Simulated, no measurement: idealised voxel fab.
You're looking at the process module voxel self aligned contacts.
The width of the displayed cross-section, cut, is 225 nm; its cells are square, with a size of 5 nm.
Cross-section = grid of square cells, listed top down in bands; band = one or more rows. The entry gives the band's vertical extent as a top height and a bottom height in nm, then its horizontal make-up as materials from left to right, each with a width in nm. "blank" stands for empty space; a single material marked "throughout" fills the band edge to edge. Measure heights from 0. That's the level where, below it, the as-received wafer is all one material. The lowest band is bottomless and extends downward; write it as in "0 and below". Note: "30->40" means the width goes from the first number (top row of the band) to the second number (bottom row) in equal steps per row of cells. What does "no alterations made" mean for a step? It means no cell of the cross-section changed in that step. Closed empty spaces: empty space of 8 cells or more with no open way to the top, each as width x height at its distance from the left edge, in nm. Read whatever lies past the settings on a step's line as the simulator's own remark about the step. When a step includes a mask, the "overlay nm" setting on its line states how far to the right of its planned place that mask lay, and negative values state how far to the left.
**Process steps (planned)**
| 1 | RECEIVE,material Si |
| 2 | OXIDIZE,depth nm 5 |
| 3 | DIRECTIONAL_DEP,material polySi,thk nm 30 |
| 4 | DIRECTIONAL_DEP,material SiN,thk nm 25 |
| 5 | MASKED_ETCH,tone cover,mask id GATE,width nm 30,pitch nm 75,etch materials SiN,depth nm 25,overlay nm 0 |
| 6 | MASKED_ETCH,tone cover,mask id GATE,width nm 30,pitch nm 75,etch materials polySi,depth nm 20,overlay nm 0 |
| 7 | CONFORMAL_DEP,material SiN,thk nm 10 |
| 8 | DIRECTIONAL_ETCH,etch materials SiN,depth nm 10 |
| 9 | FILL_DEP,material SiO2,thk nm 10 |
| 10 | CMP,height nm 60 |
| 11 | PATTERN,tone open,mask id CONTACT,material resist,width nm 55,pitch nm 75,thk nm 15,overlay nm 0 |
| 12 | DIRECTIONAL_ETCH,etch materials SiO2,depth nm 65 |
| 13 | STRIP,etch materials resist |
| 14 | CONFORMAL_DEP,material TiN,thk nm 5 |
| 15 | FILL_DEP,material Ru,thk nm 5 |
| 16 | CMP,height nm 60 |
| 17 | CONFORMAL_DEP,material SiCN,thk nm 5 |
All wafers enter the flow in the same state. The depth nm at step 6 differs from wafer to wafer, and the plan gives the value for the first wafer.
**First of several wafers (as received, post step 1), cross-sectional view**
- 0 and below  Si throughout
- Closed empty spaces: none
**First of several wafers: cross-section at the end of the module, after step 17, its last step**
- 65 down to 60  SiCN throughout
- 60 down to 55  SiO2 45 nm; TiN 20 nm; Ru 15 nm; TiN 20 nm; SiO2 20 nm; TiN 20 nm; Ru 15 nm; TiN 20 nm; SiO2 50 nm
- 55 down to 30  SiO2 10 nm; SiN 50 nm; TiN 5 nm; Ru 15 nm; TiN 5 nm; SiN 50 nm; TiN 5 nm; Ru 15 nm; TiN 5 nm; SiN 50 nm; SiO2 15 nm
- 30 down to 15  SiO2 10 nm; SiN 10 nm; polySi 30 nm; SiN 10 nm; TiN 5 nm; Ru 15 nm; TiN 5 nm; SiN 10 nm; polySi 30 nm; SiN 10 nm; TiN 5 nm; Ru 15 nm; TiN 5 nm; SiN 10 nm; polySi 30 nm; SiN 10 nm; SiO2 15 nm
- 15 down to 10  SiO2 10 nm; SiN 10 nm; polySi 30 nm; SiN 10 nm; TiN 25 nm; SiN 10 nm; polySi 30 nm; SiN 10 nm; TiN 25 nm; SiN 10 nm; polySi 30 nm; SiN 10 nm; SiO2 15 nm
- 10 down to 0  polySi throughout
- 0 down to -5  SiO2 throughout
- -5 and below  Si throughout
- Closed empty spaces: none
**Cross-section, last wafer, module completion**
- 65 down to 60  SiCN throughout
- 60 down to 55  SiO2 45 nm; TiN 20 nm; Ru 15 nm; TiN 20 nm; SiO2 20 nm; TiN 20 nm; Ru 15 nm; TiN 20 nm; SiO2 50 nm
- 55 down to 30  SiO2 10 nm; SiN 50 nm; TiN 5 nm; Ru 15 nm; TiN 5 nm; SiN 50 nm; TiN 5 nm; Ru 15 nm; TiN 5 nm; SiN 50 nm; SiO2 15 nm
- 30 down to 0  SiO2 10 nm; SiN 10 nm; polySi 30 nm; SiN 10 nm; TiN 5 nm; Ru 15 nm; TiN 5 nm; SiN 10 nm; polySi 30 nm; SiN 10 nm; TiN 5 nm; Ru 15 nm; TiN 5 nm; SiN 10 nm; polySi 30 nm; SiN 10 nm; SiO2 15 nm
- 0 down to -5  SiO2 60 nm; TiN 25 nm; SiO2 50 nm; TiN 25 nm; SiO2 65 nm
- -5 and below  Si throughout
- Closed empty spaces: none
**Note: the following table is arranged by wafer, a row apiece. Each row reports the end-of-module state: per material, cells gained (+) or cells lost (-) compared with the wafer as received; closed voids follow**
depth nm 20; +54 Ru; -45 Si; +45 SiCN; +198 SiN; +113 SiO2; +58 TiN; +162 polySi; Closed empty spaces: none
depth nm 25; +60 Ru; -45 Si; +45 SiCN; +210 SiN; +118 SiO2; +62 TiN; +135 polySi; Closed empty spaces: none
depth nm 30; +72 Ru; -45 Si; +45 SiCN; +222 SiN; +113 SiO2; +70 TiN; +108 polySi; Closed empty spaces: none
depth nm 35; +72 Ru; -45 Si; +45 SiCN; +222 SiN; +113 SiO2; +70 TiN; +108 polySi; Closed empty spaces: none
depth nm 40; +72 Ru; -45 Si; +45 SiCN; +222 SiN; +113 SiO2; +70 TiN; +108 polySi; Closed empty spaces: none
depth nm 45; +72 Ru; -45 Si; +45 SiCN; +222 SiN; +113 SiO2; +70 TiN; +108 polySi; Closed empty spaces: none
